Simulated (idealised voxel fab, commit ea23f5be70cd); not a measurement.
Process module name: voxel wiring stack
Xsec cut, 260 nm wide, square cell size 5 nm.
Think of the cross-section as a grid of square cells. We describe it in bands, top to bottom, and each band covers one or more rows of those cells.
What a band's entry tells you: where the top is and where the bottom is, as heights in nm, and after that what lies inside, material by material from left to right, each with its width in nm. Empty space is written as the word "blank", and a single material marked with the word "everywhere" occupies the band from edge to edge.
Height datum 0, below which the as-received substrate wafer is one material. Lowest band open at the bottom, running downward: "0..down".
The width entry "30->40" should be interpreted row by row: the top row of cells in the band takes the first number, the bottom row takes the second number, and the change between adjacent rows is uniform throughout.
No cell of the cross-section changed in a step that is given as "nothing altered".
Enclosed voids (no open way to top), threshold 8 cells or more, entry "Fully sealed cavities", notation width x height at distance, distance from left edge, nm.
That trailing text on a step's line, after the settings, is the simulator's own remark on the step.
You can add "overlay nm" to a step's line. For a step with a mask, it describes how far the mask lay to the right of its planned position, and a negative number describes a lay to the left.
For the reader: what remains of this document is a series of pairs, each showing a cross-section before one process step and a cross-section after that step which reaches down only to the lowest band that changed, with the step between them and its settings set out under the pair. It should not be assumed that a pair continues from the pair above it; the pairs can come from different runs of this module on the same starting wafer, and such continuity exists only where the entry headed "Pre-step" says so.

Pre-step:
    175..150 = W everywhere
    150..145 = TiN everywhere
    145..125 = 80 SiO2, 15 Ru, 25 SiO2, 15 Ru, 25 SiO2, 15 Ru, 85 SiO2
    125..120 = 80 SiCN, 15 Ru, 25 SiCN, 15 Ru, 25 SiCN, 15 Ru, 85 SiCN
    120..110 = 80 lowk, 5 TiN, 10 Cu, 5 TiN, 20 lowk, 5 TiN, 10 Cu, 5 TiN, 20 lowk, 5 TiN, 10 Cu, 5 TiN, 80 lowk
    110..105 = 80 lowk, 5 TiN, 5 Cu, 10 TiN, 20 lowk, 5 TiN, 5 Cu, 10 TiN, 20 lowk, 5 TiN, 5 Cu, 10 TiN, 80 lowk
    105..90 = 80 lowk, 5 TiN, 5 Cu, 5 TiN, 25 lowk, 5 TiN, 5 Cu, 5 TiN, 25 lowk, 5 TiN, 5 Cu, 5 TiN, 85 lowk
    90..85 = 80 SiCN, 15 TiN, 25 SiCN, 15 TiN, 25 SiCN, 15 TiN, 85 SiCN
    85..65 = 80 lowk, 5 TiN, 10 W, 5 TiN, 20 lowk, 5 TiN, 10 W, 5 TiN, 20 lowk, 5 TiN, 10 W, 5 TiN, 80 lowk
    65..60 = 80 SiCN, 20 TiN, 20 SiCN, 20 TiN, 20 SiCN, 20 TiN, 80 SiCN
    60..45 = 80 SiO2, 15 Ru, 25 SiO2, 15 Ru, 25 SiO2, 15 Ru, 85 SiO2
    45..35 = 80->75 SiCN, 15->30 Ru, 25->10 SiCN, 15->30 Ru, 25->10 SiCN, 15->30 Ru, 85->75 SiCN
    35..20 = 80 lowk, 5 TiN, 10 Cu, 5 TiN, 20 lowk, 5 TiN, 10 Cu, 5 TiN, 20 lowk, 5 TiN, 10 Cu, 5 TiN, 80 lowk
    20..15 = 80 SiCN, 20 TiN, 20 SiCN, 20 TiN, 20 SiCN, 20 TiN, 80 SiCN
    15..0 = SiO2 everywhere
    0..down = Si everywhere
    Fully sealed cavities: none

Sectional Result:
    175..150 = 80 W, 20 blank, 20 W, 20 blank, 20 W, 20 blank, 80 W
    Under the height 150 nothing was changed.
    Fully sealed cavities: none
The two cross-sections above bracket this step: op MASKED_ETCH | tone open | mask id METAL_4 | width nm 20 | pitch nm 40 | etch materials W | depth nm 25 | overlay nm 0

Pre-step: the wafer arrives at this step looking as the after cross-section in the pair just above shows it.

Sectional Result:
    180..175 = 85 SiCN, 10 blank, 30 SiCN, 10 blank, 30 SiCN, 10 blank, 85 SiCN
    175..155 = 80 W, 5 SiCN, 10 blank, 5 SiCN, 20 W, 5 SiCN, 10 blank, 5 SiCN, 20 W, 5 SiCN, 10 blank, 5 SiCN, 80 W
    155..150 = 80 W, 20 SiCN, 20 W, 20 SiCN, 20 W, 20 SiCN, 80 W
    Under the height 150 nothing was changed.
    Fully sealed cavities: none
The two cross-sections above bracket this step: op CONFORMAL_DEP | material SiCN | thk nm 5

Pre-step: the wafer arrives at this step looking as the after cross-section in the pair just above shows it.

Sectional Result:
    185..180 = SiO2 everywhere
    180..175 = 85 SiCN, 10 SiO2, 30 SiCN, 10 SiO2, 30 SiCN, 10 SiO2, 85 SiCN
    175..155 = 80 W, 5 SiCN, 10 SiO2, 5 SiCN, 20 W, 5 SiCN, 10 SiO2, 5 SiCN, 20 W, 5 SiCN, 10 SiO2, 5 SiCN, 80 W
    Under the height 155 nothing was changed.
    Fully sealed cavities: none
The two cross-sections above bracket this step: op FILL_DEP | material SiO2 | thk nm 5

Pre-step: the wafer arrives at this step looking as the after cross-section in the pair just above shows it.

Sectional Result:
    175..155 = 80 W, 5 SiCN, 10 SiO2, 5 SiCN, 20 W, 5 SiCN, 10 SiO2, 5 SiCN, 20 W, 5 SiCN, 10 SiO2, 5 SiCN, 80 W
    Under the height 155 nothing was changed.
    Fully sealed cavities: none
The two cross-sections above bracket this step: op CMP | height nm 175

Pre-step: the wafer arrives at this step looking as the after cross-section in the pair just above shows it.

Sectional Result:
    180..175 = SiCN everywhere
    Under the height 175 nothing was changed.
    Fully sealed cavities: none
The two cross-sections above bracket this step: op CONFORMAL_DEP | material SiCN | thk nm 5
